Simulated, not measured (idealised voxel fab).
Title: Process Module voxel double patterning
The figure presents cross-section cut, which has a width of 170 nm and is divided into square cells with an edge length of 5 nm.
The cross-sections in this document take the form of a grid made of square cells. They are written out as bands, in order from top to bottom. Each band consists of one or more rows of cells.
Band: top and bottom heights (nm) first, top before bottom; then materials from left to right, widths in nm. "everywhere" marks a sole material filling the band edge to edge. "empty" denotes empty space.
Heights are measured from 0, the level below which the as-received wafer is all one material; the lowest band has no bottom and continues downward, written as in "0 nm and below".
A two-number width, for instance "30->40", indicates that the width is equal to the first number in the top row of the band and to the second number in the bottom row, and that it changes by a constant amount per row of cells.
"no modification", as given for a step, is the statement that not any cell of the cross-section underwent a change during that step.
For the entry "Sealed internal cavities", the listed items are empty spaces with no open way to the top whose size is 8 cells or more; each item follows the pattern width x height at distance, where distance is from the left edge and all three are in nm.
Whatever follows a step's settings on its line is a remark the simulator itself makes about that step.
overlay nm: where the mask lay relative to plan, measured to the right, on steps with a mask; negatives go left.
**Steps in the process plan**
- 1: op RECEIVE | material Si
- 2: op CONFORMAL_DEP | material SiN | thk nm 10
- 3: op DIRECTIONAL_DEP | material SiO2 | thk nm 10
- 4: op DIRECTIONAL_DEP | material SiCN | thk nm 5
- 5: op MASKED_ETCH | tone open | mask id FIRST | width nm 15 | pitch nm 50 | etch materials SiCN | depth nm 5 | overlay nm 0
- 6: op PATTERN | tone open | mask id SECOND | material resist | width nm 15 | thk nm 20 | overlay nm 0
- 7: op DIRECTIONAL_ETCH | etch materials SiCN | depth nm 5
- 8: op STRIP | etch materials resist
- 9: op DIRECTIONAL_ETCH | etch materials SiO2 | depth nm 10
- 10: op STRIP | etch materials SiCN
**First wafer of two (run as planned)**
**Cross-section: wafer on arrival = after step 1**
  0 nm and below  Si everywhere
  Sealed internal cavities: none
**The wafer, seen in cross-section, after step 2**
  10 nm to 0 nm  SiN everywhere
  Note: structure below 0 unchanged.
**The wafer, seen in cross-section, after step 3**
  20 nm to 10 nm  SiO2 everywhere
  Note: structure below 10 unchanged.
**The wafer, seen in cross-section, after step 4**
  25 nm to 20 nm  SiCN everywhere
  Note: structure below 20 unchanged.
**The wafer, seen in cross-section, after step 5**
  25 nm to 20 nm  50 SiCN / 15 empty / 35 SiCN / 15 empty / 55 SiCN
  Note: structure below 20 unchanged.
**The wafer, seen in cross-section, after step 6**
  45 nm to 25 nm  75 resist / 15 empty / 80 resist
  25 nm to 20 nm  50 SiCN / 15 resist / 35 SiCN / 15 resist / 55 SiCN
  Note: structure below 20 unchanged.
**The wafer, seen in cross-section, after step 7**
  45 nm to 25 nm  75 resist / 15 empty / 80 resist
  25 nm to 20 nm  50 SiCN / 15 resist / 10 SiCN / 15 empty / 10 SiCN / 15 resist / 55 SiCN
  Note: structure below 20 unchanged.
**The wafer, seen in cross-section, after step 8**
  25 nm to 20 nm  50 SiCN / 15 empty / 10 SiCN / 15 empty / 10 SiCN / 15 empty / 55 SiCN
  Note: structure below 20 unchanged.
**The wafer, seen in cross-section, after step 9**
  25 nm to 20 nm  50 SiCN / 15 empty / 10 SiCN / 15 empty / 10 SiCN / 15 empty / 55 SiCN
  20 nm to 10 nm  50 SiO2 / 15 empty / 10 SiO2 / 15 empty / 10 SiO2 / 15 empty / 55 SiO2
  Note: structure below 10 unchanged.
**The wafer, seen in cross-section, after step 10**
  20 nm to 10 nm  50 SiO2 / 15 empty / 10 SiO2 / 15 empty / 10 SiO2 / 15 empty / 55 SiO2
  Note: structure below 10 unchanged.
**Wafer two. Same start, same plan, one slip in execution. Same as wafer one through step 2, inclusive**
**Look at the second wafer in cross-section at the time step 3 ought to have finished**
  25 nm to 10 nm  SiO2 everywhere
  Note: structure below 10 unchanged.
**Look at the second wafer in cross-section at the time step 4 ought to have finished**
  30 nm to 25 nm  SiCN everywhere
  Note: structure below 25 unchanged.
**Look at the second wafer in cross-section at the time step 5 ought to have finished**
  30 nm to 25 nm  50 SiCN / 15 empty / 35 SiCN / 15 empty / 55 SiCN
  Note: structure below 25 unchanged.
**Look at the second wafer in cross-section at the time step 6 ought to have finished**
  50 nm to 30 nm  75 resist / 15 empty / 80 resist
  30 nm to 25 nm  50 SiCN / 15 resist / 35 SiCN / 15 resist / 55 SiCN
  Note: structure below 25 unchanged.
**Look at the second wafer in cross-section at the time step 7 ought to have finished**
  50 nm to 30 nm  75 resist / 15 empty / 80 resist
  30 nm to 25 nm  50 SiCN / 15 resist / 10 SiCN / 15 empty / 10 SiCN / 15 resist / 55 SiCN
  Note: structure below 25 unchanged.
**Look at the second wafer in cross-section at the time step 8 ought to have finished**
  30 nm to 25 nm  50 SiCN / 15 empty / 10 SiCN / 15 empty / 10 SiCN / 15 empty / 55 SiCN
  Note: structure below 25 unchanged.
**Look at the second wafer in cross-section at the time step 9 ought to have finished**
  30 nm to 25 nm  50 SiCN / 15 empty / 10 SiCN / 15 empty / 10 SiCN / 15 empty / 55 SiCN
  25 nm to 15 nm  50 SiO2 / 15 empty / 10 SiO2 / 15 empty / 10 SiO2 / 15 empty / 55 SiO2
  Note: structure below 15 unchanged.
**Look at the second wafer in cross-section at the time step 10 ought to have finished**
  25 nm to 15 nm  50 SiO2 / 15 empty / 10 SiO2 / 15 empty / 10 SiO2 / 15 empty / 55 SiO2
  Note: structure below 15 unchanged.
Plan not followed: planned and actual differ for step 3; actual: op DIRECTIONAL_DEP | material SiO2 | thk nm 15
Materials where the second wafer ends with more or fewer cells than the first: SiO2: 34 more
